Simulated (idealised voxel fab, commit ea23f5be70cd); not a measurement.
process module | voxel spacer lines
cross-section cut | 220 nm wide | cells 5 nm
A cross-section is a grid of square cells, given in bands from the top down. A band is one or more rows of cells.
Each band's line starts with the height of the band's top and of its bottom, in nm. Then come its materials from left to right, each with its width in nm. One material with "throughout" fills the band from edge to edge. "air" is empty space.
Height 0 is the level under which the wafer as received is all one material. The lowest band goes on downwards, as in "0 down".
A width such as "30 to 40" changes by the same amount from each row of cells to the next, from the band's top row to its bottom row.
"no change" after a step means that no cell of the cross-section changed.
closed voids: empty space of 8 cells or more with no open way to the top, each as width x height at its distance from the left edge, in nm
after a step's settings: what the simulator itself notes on the step
overlay nm, on a step with a mask: how far to the right of its planned place the mask lay; to the left if negative
plan
1 op RECEIVE | material Si
2 op CONFORMAL_DEP | material Al2O3 | thk nm 5
3 op DIRECTIONAL_DEP | material TiN | thk nm 20
4 op DIRECTIONAL_DEP | material aC | thk nm 30
5 op PATTERN | tone cover | mask id MANDREL | material resist | width nm 20 | pitch nm 70 | thk nm 40 | overlay nm 0
6 op DIRECTIONAL_ETCH | etch materials aC | depth nm 30
7 op STRIP | etch materials resist
8 op CONFORMAL_DEP | material SiN | thk nm 15
9 op DIRECTIONAL_ETCH | etch materials SiN | depth nm 15
10 op STRIP | etch materials aC
11 op DIRECTIONAL_ETCH | etch materials TiN | depth nm 20
12 op STRIP | etch materials SiN
first wafer, as planned
as received, after step 1
  0 down: Si throughout
  closed voids: none
after step 2
  5 to 0: Al2O3 throughout
  below 0: unchanged
after step 3
  25 to 5: TiN throughout
  below 5: unchanged
after step 4
  55 to 25: aC throughout
  below 25: unchanged
after step 5
  95 to 55: air 30 | resist 20 | air 50 | resist 20 | air 50 | resist 20 | air 30
  below 55: unchanged
after step 6
  65 to 55: air 30 | resist 20 | air 50 | resist 20 | air 50 | resist 20 | air 30
  55 to 25: air 30 | aC 20 | air 50 | aC 20 | air 50 | aC 20 | air 30
  below 25: unchanged
after step 7
  55 to 25: air 30 | aC 20 | air 50 | aC 20 | air 50 | aC 20 | air 30
  below 25: unchanged
after step 8
  70 to 55: air 15 | SiN 50 | air 20 | SiN 50 | air 20 | SiN 50 | air 15
  55 to 40: air 15 | SiN 15 | aC 20 | SiN 15 | air 20 | SiN 15 | aC 20 | SiN 15 | air 20 | SiN 15 | aC 20 | SiN 15 | air 15
  40 to 25: SiN 30 | aC 20 | SiN 50 | aC 20 | SiN 50 | aC 20 | SiN 30
  below 25: unchanged
after step 9
  55 to 25: air 15 | SiN 15 | aC 20 | SiN 15 | air 20 | SiN 15 | aC 20 | SiN 15 | air 20 | SiN 15 | aC 20 | SiN 15 | air 15
  below 25: unchanged
after step 10
  55 to 25: air 15 | SiN 15 | air 20 | SiN 15 | air 20 | SiN 15 | air 20 | SiN 15 | air 20 | SiN 15 | air 20 | SiN 15 | air 15
  below 25: unchanged
after step 11
  55 to 25: air 15 | SiN 15 | air 20 | SiN 15 | air 20 | SiN 15 | air 20 | SiN 15 | air 20 | SiN 15 | air 20 | SiN 15 | air 15
  25 to 5: air 15 | TiN 15 | air 20 | TiN 15 | air 20 | TiN 15 | air 20 | TiN 15 | air 20 | TiN 15 | air 20 | TiN 15 | air 15
  below 5: unchanged
after step 12
  25 to 5: air 15 | TiN 15 | air 20 | TiN 15 | air 20 | TiN 15 | air 20 | TiN 15 | air 20 | TiN 15 | air 20 | TiN 15 | air 15
  below 5: unchanged
second wafer: like start, like plan, one mistake. Through step 1 it matches the first wafer
when step 2 should have ended: no change
when step 3 should have ended
  20 to 0: TiN throughout
  below 0: unchanged
when step 4 should have ended
  50 to 20: aC throughout
  below 20: unchanged
when step 5 should have ended
  90 to 50: air 30 | resist 20 | air 50 | resist 20 | air 50 | resist 20 | air 30
  below 50: unchanged
when step 6 should have ended
  60 to 50: air 30 | resist 20 | air 50 | resist 20 | air 50 | resist 20 | air 30
  50 to 20: air 30 | aC 20 | air 50 | aC 20 | air 50 | aC 20 | air 30
  below 20: unchanged
when step 7 should have ended
  50 to 20: air 30 | aC 20 | air 50 | aC 20 | air 50 | aC 20 | air 30
  below 20: unchanged
when step 8 should have ended
  65 to 50: air 15 | SiN 50 | air 20 | SiN 50 | air 20 | SiN 50 | air 15
  50 to 35: air 15 | SiN 15 | aC 20 | SiN 15 | air 20 | SiN 15 | aC 20 | SiN 15 | air 20 | SiN 15 | aC 20 | SiN 15 | air 15
  35 to 20: SiN 30 | aC 20 | SiN 50 | aC 20 | SiN 50 | aC 20 | SiN 30
  below 20: unchanged
when step 9 should have ended
  50 to 20: air 15 | SiN 15 | aC 20 | SiN 15 | air 20 | SiN 15 | aC 20 | SiN 15 | air 20 | SiN 15 | aC 20 | SiN 15 | air 15
  below 20: unchanged
when step 10 should have ended
  50 to 20: air 15 | SiN 15 | air 20 | SiN 15 | air 20 | SiN 15 | air 20 | SiN 15 | air 20 | SiN 15 | air 20 | SiN 15 | air 15
  below 20: unchanged
when step 11 should have ended
  50 to 20: air 15 | SiN 15 | air 20 | SiN 15 | air 20 | SiN 15 | air 20 | SiN 15 | air 20 | SiN 15 | air 20 | SiN 15 | air 15
  20 to 0: air 15 | TiN 15 | air 20 | TiN 15 | air 20 | TiN 15 | air 20 | TiN 15 | air 20 | TiN 15 | air 20 | TiN 15 | air 15
  below 0: unchanged
when step 12 should have ended
  20 to 0: air 15 | TiN 15 | air 20 | TiN 15 | air 20 | TiN 15 | air 20 | TiN 15 | air 20 | TiN 15 | air 20 | TiN 15 | air 15
  below 0: unchanged
what went wrong: step 2 was left out
at the end the second wafer has, in cells: 44 fewer of Al2O3
